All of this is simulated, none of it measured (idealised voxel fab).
Herein follows the process module entitled voxel capacitor over wiring.
Displayed cross-section: cut, width of 280 nm, square cells sized 5 nm.
A cross-section is written here as square cells arranged in a grid, and it is given in bands from the top down, each band taking up one or more rows of cells. Band entry format. Leading values: height of top, height of bottom, nm. Remainder: materials in left-to-right order, each with its width in nm. Special words: "edge to edge" on a single material, which then fills the band edge to edge; "blank", empty space. It should be noted that heights are counted from 0, beneath which the wafer as supplied is of one material throughout, and that the lowest band possesses no lower boundary but continues downward, as written in "from 0 down". So if you see something like "30..40" for the width, read it as the top row of the band sitting at the first number and the bottom row at the second, with every row in between moving by the same amount as the last. Where a step carries "no change occurred", the cross-section came out of it unchanged, cell for cell. The entry titled "Entrapped voids" provides the empty spaces that have no open way to the top, restricted to those of 8 cells or more. Each is presented as width x height at distance, the distance being measured from the left edge, with all three in nm. Text after the settings on a step's line: the simulator's own remark on that step. overlay nm: for a step with a mask, the amount by which the mask lay right of where it was planned; a negative amount means left of it.
Planned step list for the process:
1 RECEIVE (material Si)
2 CONFORMAL_DEP (material SiO2; thk nm 10)
3 DIRECTIONAL_DEP (material TiN; thk nm 5)
4 DIRECTIONAL_DEP (material Ru; thk nm 15)
5 PATTERN (tone cover; mask id METAL_1; material resist; width nm 25; pitch nm 80; thk nm 20; overlay nm 0)
6 DIRECTIONAL_ETCH (etch materials Ru; depth nm 15)
7 DIRECTIONAL_ETCH (etch materials TiN; depth nm 5)
8 STRIP (etch materials resist)
9 CONFORMAL_DEP (material SiN; thk nm 5)
10 FILL_DEP (material SiO2; thk nm 10)
11 CMP (height nm 30)
12 CONFORMAL_DEP (material SiCN; thk nm 5)
13 DIRECTIONAL_DEP (material lowk; thk nm 10)
14 DIRECTIONAL_DEP (material aC; thk nm 15)
15 PATTERN (tone open; mask id PLUG_1; material resist; width nm 15; thk nm 35; overlay nm 0)
16 DIRECTIONAL_ETCH (etch materials aC; depth nm 15)
17 STRIP (etch materials resist)
18 DIRECTIONAL_ETCH (etch materials lowk; depth nm 10)
19 DIRECTIONAL_ETCH (etch materials SiCN; depth nm 5)
20 STRIP (etch materials aC)
21 CONFORMAL_DEP (material TiN; thk nm 5)
22 FILL_DEP (material W; thk nm 10)
23 CMP (height nm 45)
24 DIRECTIONAL_DEP (material TiN; thk nm 10)
25 DIRECTIONAL_DEP (material Al2O3; thk nm 5)
26 DIRECTIONAL_DEP (material TiN; thk nm 10)
27 PATTERN (tone cover; mask id UPPER_PLATE; material resist; width nm 60; thk nm 15; overlay nm 0)
28 DIRECTIONAL_ETCH (etch materials TiN; depth nm 10)
29 DIRECTIONAL_ETCH (etch materials Al2O3; depth nm 5)
30 STRIP (etch materials resist)
31 MASKED_ETCH (tone cover; mask id LOWER_PLATE; width nm 70; etch materials TiN; depth nm 10; overlay nm 0)
32 FILL_DEP (material SiO2; thk nm 20)
33 CMP (height nm 85)
34 PATTERN (tone open; mask id PLUG_2; material resist; width nm 15; thk nm 15; overlay nm 0)
35 DIRECTIONAL_ETCH (etch materials SiO2; depth nm 15)
36 STRIP (etch materials resist)
37 CONFORMAL_DEP (material TiN; thk nm 5)
38 FILL_DEP (material Ru; thk nm 10)
39 CMP (height nm 85)
40 CONFORMAL_DEP (material SiCN; thk nm 5)
First of two wafers, with the run carried out as planned:
Delivered wafer in cross-section: state after step 1:
  from 0 down = Si edge to edge
  Entrapped voids: none
The wafer in cross-section once step 2 is complete:
  from 10 to 0 = SiO2 edge to edge
  Below 0, the layers are the same as they were.
The wafer in cross-section once step 3 is complete:
  from 15 to 10 = TiN edge to edge
  Below 10, the layers are the same as they were.
The wafer in cross-section once step 4 is complete:
  from 30 to 15 = Ru edge to edge
  Below 15, the layers are the same as they were.
The wafer in cross-section once step 5 is complete:
  from 50 to 30 = blank (85)  resist (25)  blank (55)  resist (25)  blank (90)
  Below 30, the layers are the same as they were.
The wafer in cross-section once step 6 is complete:
  from 50 to 30 = blank (85)  resist (25)  blank (55)  resist (25)  blank (90)
  from 30 to 15 = blank (85)  Ru (25)  blank (55)  Ru (25)  blank (90)
  Below 15, the layers are the same as they were.
The wafer in cross-section once step 7 is complete:
  from 50 to 30 = blank (85)  resist (25)  blank (55)  resist (25)  blank (90)
  from 30 to 15 = blank (85)  Ru (25)  blank (55)  Ru (25)  blank (90)
  from 15 to 10 = blank (85)  TiN (25)  blank (55)  TiN (25)  blank (90)
  Below 10, the layers are the same as they were.
The wafer in cross-section once step 8 is complete:
  from 30 to 15 = blank (85)  Ru (25)  blank (55)  Ru (25)  blank (90)
  Below 15, the layers are the same as they were.
The wafer in cross-section once step 9 is complete:
  from 35 to 30 = blank (80)  SiN (35)  blank (45)  SiN (35)  blank (85)
  from 30 to 15 = blank (80)  SiN (5)  Ru (25)  SiN (5)  blank (45)  SiN (5)  Ru (25)  SiN (5)  blank (85)
  from 15 to 10 = SiN (85)  TiN (25)  SiN (55)  TiN (25)  SiN (90)
  Below 10, the layers are the same as they were.
The wafer in cross-section once step 10 is complete:
  from 45 to 35 = SiO2 edge to edge
  from 35 to 30 = SiO2 (80)  SiN (35)  SiO2 (45)  SiN (35)  SiO2 (85)
  from 30 to 15 = SiO2 (80)  SiN (5)  Ru (25)  SiN (5)  SiO2 (45)  SiN (5)  Ru (25)  SiN (5)  SiO2 (85)
  Below 15, the layers are the same as they were.
The wafer in cross-section once step 11 is complete:
  from 30 to 15 = SiO2 (80)  SiN (5)  Ru (25)  SiN (5)  SiO2 (45)  SiN (5)  Ru (25)  SiN (5)  SiO2 (85)
  Below 15, the layers are the same as they were.
The wafer in cross-section once step 12 is complete:
  from 35 to 30 = SiCN edge to edge
  Below 30, the layers are the same as they were.
The wafer in cross-section once step 13 is complete:
  from 45 to 35 = lowk edge to edge
  Below 35, the layers are the same as they were.
The wafer in cross-section once step 14 is complete:
  from 60 to 45 = aC edge to edge
  Below 45, the layers are the same as they were.
The wafer in cross-section once step 15 is complete:
  from 95 to 60 = resist (95)  blank (15)  resist (170)
  Below 60, the layers are the same as they were.
The wafer in cross-section once step 16 is complete:
  from 80 to 60 = resist (95)  blank (15)  resist (170)
  from 60 to 45 = aC (95)  blank (15)  aC (170)
  Below 45, the layers are the same as they were.
The wafer in cross-section once step 17 is complete:
  from 60 to 45 = aC (95)  blank (15)  aC (170)
  Below 45, the layers are the same as they were.
The wafer in cross-section once step 18 is complete:
  from 60 to 45 = aC (95)  blank (15)  aC (170)
  from 45 to 35 = lowk (95)  blank (15)  lowk (170)
  Below 35, the layers are the same as they were.
The wafer in cross-section once step 19 is complete:
  from 60 to 45 = aC (95)  blank (15)  aC (170)
  from 45 to 35 = lowk (95)  blank (15)  lowk (170)
  from 35 to 30 = SiCN (95)  blank (15)  SiCN (170)
  Below 30, the layers are the same as they were.
The wafer in cross-section once step 20 is complete:
  from 45 to 35 = lowk (95)  blank (15)  lowk (170)
  Below 35, the layers are the same as they were.
The wafer in cross-section once step 21 is complete:
  from 50 to 45 = TiN (100)  blank (5)  TiN (175)
  from 45 to 35 = lowk (95)  TiN (5)  blank (5)  TiN (5)  lowk (170)
  from 35 to 30 = SiCN (95)  TiN (15)  SiCN (170)
  Below 30, the layers are the same as they were.
The wafer in cross-section once step 22 is complete:
  from 60 to 50 = W edge to edge
  from 50 to 45 = TiN (100)  W (5)  TiN (175)
  from 45 to 35 = lowk (95)  TiN (5)  W (5)  TiN (5)  lowk (170)
  Below 35, the layers are the same as they were.
The wafer in cross-section once step 23 is complete:
  from 45 to 35 = lowk (95)  TiN (5)  W (5)  TiN (5)  lowk (170)
  Below 35, the layers are the same as they were.
The wafer in cross-section once step 24 is complete:
  from 55 to 45 = TiN edge to edge
  Below 45, the layers are the same as they were.
The wafer in cross-section once step 25 is complete:
  from 60 to 55 = Al2O3 edge to edge
  Below 55, the layers are the same as they were.
The wafer in cross-section once step 26 is complete:
  from 70 to 60 = TiN edge to edge
  Below 60, the layers are the same as they were.
The wafer in cross-section once step 27 is complete:
  from 85 to 70 = blank (95)  resist (60)  blank (125)
  Below 70, the layers are the same as they were.
The wafer in cross-section once step 28 is complete:
  from 85 to 70 = blank (95)  resist (60)  blank (125)
  from 70 to 60 = blank (95)  TiN (60)  blank (125)
  Below 60, the layers are the same as they were.
The wafer in cross-section once step 29 is complete:
  from 85 to 70 = blank (95)  resist (60)  blank (125)
  from 70 to 60 = blank (95)  TiN (60)  blank (125)
  from 60 to 55 = blank (95)  Al2O3 (60)  blank (125)
  Below 55, the layers are the same as they were.
The wafer in cross-section once step 30 is complete:
  from 70 to 60 = blank (95)  TiN (60)  blank (125)
  Below 60, the layers are the same as they were.
The wafer in cross-section once step 31 is complete:
  from 70 to 60 = blank (95)  TiN (60)  blank (125)
  from 60 to 55 = blank (95)  Al2O3 (60)  blank (125)
  from 55 to 45 = blank (90)  TiN (70)  blank (120)
  Below 45, the layers are the same as they were.
The wafer in cross-section once step 32 is complete:
  from 90 to 70 = SiO2 edge to edge
  from 70 to 60 = SiO2 (95)  TiN (60)  SiO2 (125)
  from 60 to 55 = SiO2 (95)  Al2O3 (60)  SiO2 (125)
  from 55 to 45 = SiO2 (90)  TiN (70)  SiO2 (120)
  Below 45, the layers are the same as they were.
The wafer in cross-section once step 33 is complete:
  from 85 to 70 = SiO2 edge to edge
  Below 70, the layers are the same as they were.
The wafer in cross-section once step 34 is complete:
  from 100 to 85 = resist (105)  blank (15)  resist (160)
  Below 85, the layers are the same as they were.
The wafer in cross-section once step 35 is complete:
  from 100 to 85 = resist (105)  blank (15)  resist (160)
  from 85 to 70 = SiO2 (105)  blank (15)  SiO2 (160)
  Below 70, the layers are the same as they were.
The wafer in cross-section once step 36 is complete:
  from 85 to 70 = SiO2 (105)  blank (15)  SiO2 (160)
  Below 70, the layers are the same as they were.
The wafer in cross-section once step 37 is complete:
  from 90 to 85 = TiN (110)  blank (5)  TiN (165)
  from 85 to 75 = SiO2 (105)  TiN (5)  blank (5)  TiN (5)  SiO2 (160)
  from 75 to 70 = SiO2 (105)  TiN (15)  SiO2 (160)
  Below 70, the layers are the same as they were.
The wafer in cross-section once step 38 is complete:
  from 100 to 90 = Ru edge to edge
  from 90 to 85 = TiN (110)  Ru (5)  TiN (165)
  from 85 to 75 = SiO2 (105)  TiN (5)  Ru (5)  TiN (5)  SiO2 (160)
  Below 75, the layers are the same as they were.
The wafer in cross-section once step 39 is complete:
  from 85 to 75 = SiO2 (105)  TiN (5)  Ru (5)  TiN (5)  SiO2 (160)
  Below 75, the layers are the same as they were.
The wafer in cross-section once step 40 is complete:
  from 90 to 85 = SiCN edge to edge
  Below 85, the layers are the same as they were.
Second wafer - shared start and plan with the first - one error in running - same as the first up to step 26 inclusive:
Second wafer, section view, time point: scheduled end of step 27:
  from 85 to 70 = resist (95)  blank (60)  resist (125)
  Below 70, the layers are the same as they were.
Second wafer, section view, time point: scheduled end of step 28:
  from 85 to 70 = resist (95)  blank (60)  resist (125)
  from 70 to 60 = TiN (95)  blank (60)  TiN (125)
  Below 60, the layers are the same as they were.
Second wafer, section view, time point: scheduled end of step 29:
  from 85 to 70 = resist (95)  blank (60)  resist (125)
  from 70 to 60 = TiN (95)  blank (60)  TiN (125)
  from 60 to 55 = Al2O3 (95)  blank (60)  Al2O3 (125)
  Below 55, the layers are the same as they were.
Second wafer, section view, time point: scheduled end of step 30:
  from 70 to 60 = TiN (95)  blank (60)  TiN (125)
  Below 60, the layers are the same as they were.
Second wafer, section view, time point: scheduled end of step 31:
  from 70 to 60 = blank (90)  TiN (5)  blank (60)  TiN (5)  blank (120)
  Below 60, the layers are the same as they were.
Second wafer, section view, time point: scheduled end of step 32:
  from 90 to 70 = SiO2 edge to edge
  from 70 to 60 = SiO2 (90)  TiN (5)  SiO2 (60)  TiN (5)  SiO2 (120)
  from 60 to 55 = Al2O3 (95)  SiO2 (60)  Al2O3 (125)
  Below 55, the layers are the same as they were.
Second wafer, section view, time point: scheduled end of step 33:
  from 85 to 70 = SiO2 edge to edge
  Below 70, the layers are the same as they were.
Second wafer, section view, time point: scheduled end of step 34:
  from 100 to 85 = resist (105)  blank (15)  resist (160)
  Below 85, the layers are the same as they were.
Second wafer, section view, time point: scheduled end of step 35:
  from 100 to 85 = resist (105)  blank (15)  resist (160)
  from 85 to 70 = SiO2 (105)  blank (15)  SiO2 (160)
  Below 70, the layers are the same as they were.
Second wafer, section view, time point: scheduled end of step 36:
  from 85 to 70 = SiO2 (105)  blank (15)  SiO2 (160)
  Below 70, the layers are the same as they were.
Second wafer, section view, time point: scheduled end of step 37:
  from 90 to 85 = TiN (110)  blank (5)  TiN (165)
  from 85 to 75 = SiO2 (105)  TiN (5)  blank (5)  TiN (5)  SiO2 (160)
  from 75 to 70 = SiO2 (105)  TiN (15)  SiO2 (160)
  Below 70, the layers are the same as they were.
Second wafer, section view, time point: scheduled end of step 38:
  from 100 to 90 = Ru edge to edge
  from 90 to 85 = TiN (110)  Ru (5)  TiN (165)
  from 85 to 75 = SiO2 (105)  TiN (5)  Ru (5)  TiN (5)  SiO2 (160)
  Below 75, the layers are the same as they were.
Second wafer, section view, time point: scheduled end of step 39:
  from 85 to 75 = SiO2 (105)  TiN (5)  Ru (5)  TiN (5)  SiO2 (160)
  Below 75, the layers are the same as they were.
Second wafer, section view, time point: scheduled end of step 40:
  from 90 to 85 = SiCN edge to edge
  Below 85, the layers are the same as they were.
Heads up, the wafer didn't run the way we planned it: step 27 was processed under conditions differing from the plan, specifically as PATTERN (tone open; mask id UPPER_PLATE; material resist; width nm 60; thk nm 15; overlay nm 0)
Wafer comparison, final, in cells, second relative to first, materials more or fewer: 32 more of Al2O3 | 96 fewer of SiO2 | 64 more of TiN
